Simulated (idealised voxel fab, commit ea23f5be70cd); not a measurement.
Process module name: voxel ribs on slabs
Square cell edge 5 nm, section width 235 nm, ID cut.
Cross-section spec: square-cell grid; bands listed top down; each band is one or more rows. A band entry consists of two parts. The first gives the height of the band's top and the height of its bottom, in nm. The rest lists the band's materials from left to right, each with its width in nm. A single material labelled with the word "full width" fills the band from edge to edge, and the word "blank" marks empty space. It should be noted that heights are counted from 0, beneath which the wafer as supplied is of one material throughout, and that the lowest band possesses no lower boundary but continues downward, as written in "0 down". When a width is written as two numbers, as in "30..40", the first number is the width in the top row of cells of the band and the second is the width in its bottom row, and the width changes by the same amount from each row to the next. Take "no change" at face value: in the step it is given for, the cross-section changed in none of its cells. Empty spaces without an open route to the top, at least 8 cells in extent, make up the entry "Sealed void list"; each is given as width x height at distance, where the distance is measured from the left edge, and all are in nm. It should be noted that, on the line of a given step, the content following the step's settings is a remark produced by the simulator itself with respect to that step. The "overlay nm" setting may appear on a step's line; for a step that uses a mask, it gives how far to the right of its planned position the mask lay, and a negative value indicates the left.

## Process steps (planned)
- 1: RECEIVE,material Si
- 2: DIRECTIONAL_DEP,material SiO2,thk nm 25
- 3: DIRECTIONAL_DEP,material polySi,thk nm 20
- 4: MASKED_ETCH,tone cover,mask id RIB,width nm 20,etch materials polySi,depth nm 5,overlay nm 0
- 5: MASKED_ETCH,tone cover,mask id SLAB,width nm 70,etch materials polySi,depth nm 15,overlay nm 0
- 6: FILL_DEP,material SiO2,thk nm 25
- 7: CMP,height nm 65
- 8: DIRECTIONAL_DEP,material TiN,thk nm 5
- 9: PATTERN,tone cover,mask id HEATER,material resist,width nm 30,thk nm 20,overlay nm 0
- 10: DIRECTIONAL_ETCH,etch materials TiN,depth nm 5
- 11: STRIP,etch materials resist
- 12: CONFORMAL_DEP,material SiO2,thk nm 5

## The following pertains to the first of two wafers, which was processed as planned

## as received, after step 1
0 down = Si full width
Sealed void list: none

## Wafer after step 2 (cross-section)
25 to 0 = SiO2 full width
below 0: unchanged

## Wafer after step 3 (cross-section)
45 to 25 = polySi full width
below 25: unchanged

## Wafer after step 4 (cross-section)
45 to 40 = blank 105 nm; polySi 20 nm; blank 110 nm
below 40: unchanged

## Wafer after step 5 (cross-section)
45 to 40 = blank 105 nm; polySi 20 nm; blank 110 nm
40 to 25 = blank 80 nm; polySi 70 nm; blank 85 nm
below 25: unchanged

## Wafer after step 6 (cross-section)
70 to 45 = SiO2 full width
45 to 40 = SiO2 105 nm; polySi 20 nm; SiO2 110 nm
40 to 25 = SiO2 80 nm; polySi 70 nm; SiO2 85 nm
below 25: unchanged

## Wafer after step 7 (cross-section)
65 to 45 = SiO2 full width
below 45: unchanged

## Wafer after step 8 (cross-section)
70 to 65 = TiN full width
below 65: unchanged

## Wafer after step 9 (cross-section)
90 to 70 = blank 100 nm; resist 30 nm; blank 105 nm
below 70: unchanged

## Wafer after step 10 (cross-section)
90 to 70 = blank 100 nm; resist 30 nm; blank 105 nm
70 to 65 = blank 100 nm; TiN 30 nm; blank 105 nm
below 65: unchanged

## Wafer after step 11 (cross-section)
70 to 65 = blank 100 nm; TiN 30 nm; blank 105 nm
below 65: unchanged

## Wafer after step 12 (cross-section)
75 to 70 = blank 95 nm; SiO2 40 nm; blank 100 nm
70 to 65 = SiO2 100 nm; TiN 30 nm; SiO2 105 nm
below 65: unchanged

## Second of two: same start, same plan, one run error; steps up to and including 1 match the first

## The second wafer in cross-section, at the planned close of step 2
50 to 0 = SiO2 full width
below 0: unchanged

## The second wafer in cross-section, at the planned close of step 3
70 to 50 = polySi full width
below 50: unchanged

## The second wafer in cross-section, at the planned close of step 4
70 to 65 = blank 105 nm; polySi 20 nm; blank 110 nm
below 65: unchanged

## The second wafer in cross-section, at the planned close of step 5
70 to 65 = blank 105 nm; polySi 20 nm; blank 110 nm
65 to 50 = blank 80 nm; polySi 70 nm; blank 85 nm
below 50: unchanged

## The second wafer in cross-section, at the planned close of step 6
95 to 70 = SiO2 full width
70 to 65 = SiO2 105 nm; polySi 20 nm; SiO2 110 nm
65 to 50 = SiO2 80 nm; polySi 70 nm; SiO2 85 nm
below 50: unchanged

## The second wafer in cross-section, at the planned close of step 7
65 to 50 = SiO2 80 nm; polySi 70 nm; SiO2 85 nm
below 50: unchanged

## The second wafer in cross-section, at the planned close of step 8
70 to 65 = TiN full width
below 65: unchanged

## The second wafer in cross-section, at the planned close of step 9
90 to 70 = blank 100 nm; resist 30 nm; blank 105 nm
below 70: unchanged

## The second wafer in cross-section, at the planned close of step 10
90 to 70 = blank 100 nm; resist 30 nm; blank 105 nm
70 to 65 = blank 100 nm; TiN 30 nm; blank 105 nm
below 65: unchanged

## The second wafer in cross-section, at the planned close of step 11
70 to 65 = blank 100 nm; TiN 30 nm; blank 105 nm
below 65: unchanged

## The second wafer in cross-section, at the planned close of step 12
75 to 70 = blank 95 nm; SiO2 40 nm; blank 100 nm
70 to 65 = SiO2 100 nm; TiN 30 nm; SiO2 105 nm
below 65: unchanged
Run error: in the plan, step 2 was performed twice
Wrapping up, a cell-based count of both wafers puts the second over or under the first for these materials: SiO2: 4 more, polySi: 4 fewer
